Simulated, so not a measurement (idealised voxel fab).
process module | voxel tone inversion
cross-section cut | 150 nm wide | cells 5 nm
A cross-section is a grid of square cells, given in bands from the top down. A band is one or more rows of cells.
Each band's line starts with the height of the band's top and of its bottom, in nm. Then come its materials from left to right, each with its width in nm. One material with "throughout" fills the band from edge to edge. "air" is empty space.
Height 0 is the level under which the wafer as received is all one material. The lowest band goes on downwards, as in "0 down".
A width such as "30 to 40" changes by the same amount from each row of cells to the next, from the band's top row to its bottom row.
"no change" after a step means that no cell of the cross-section changed.
closed voids: empty space of 8 cells or more with no open way to the top, each as width x height at its distance from the left edge, in nm
after a step's settings: what the simulator itself notes on the step
overlay nm, on a step with a mask: how far to the right of its planned place the mask lay; to the left if negative
plan
1 op RECEIVE | material Si
2 op CONFORMAL_DEP | material SiCN | thk nm 5
3 op DIRECTIONAL_DEP | material polySi | thk nm 20
4 op PATTERN | tone cover | mask id POSTS | material resist | width nm 15 | pitch nm 30 | thk nm 25 | overlay nm 0
5 op DIRECTIONAL_ETCH | etch materials polySi | depth nm 20
6 op STRIP | etch materials resist
7 op FILL_DEP | material lowk | thk nm 10
8 op CMP | height nm 25
9 op STRIP | etch materials polySi
10 op CONFORMAL_DEP | material TiN | thk nm 5
11 op FILL_DEP | material W | thk nm 5
12 op CMP | height nm 25
13 op CONFORMAL_DEP | material SiCN | thk nm 5
as received, after step 1
  0 down: Si throughout
  closed voids: none
a wafer at the end: this start, this plan, one mistake
  25 to 20: SiCN throughout
  20 to 10: lowk 50 | TiN 5 | W 5 | TiN 5 | lowk 15 | TiN 5 | W 5 | TiN 5 | lowk 55
  10 to 5: lowk 50 | TiN 15 | lowk 15 | TiN 15 | lowk 55
  5 to 0: SiCN throughout
  0 down: Si throughout
  closed voids: none
what went wrong: step 12 ran as: op CMP | height nm 20
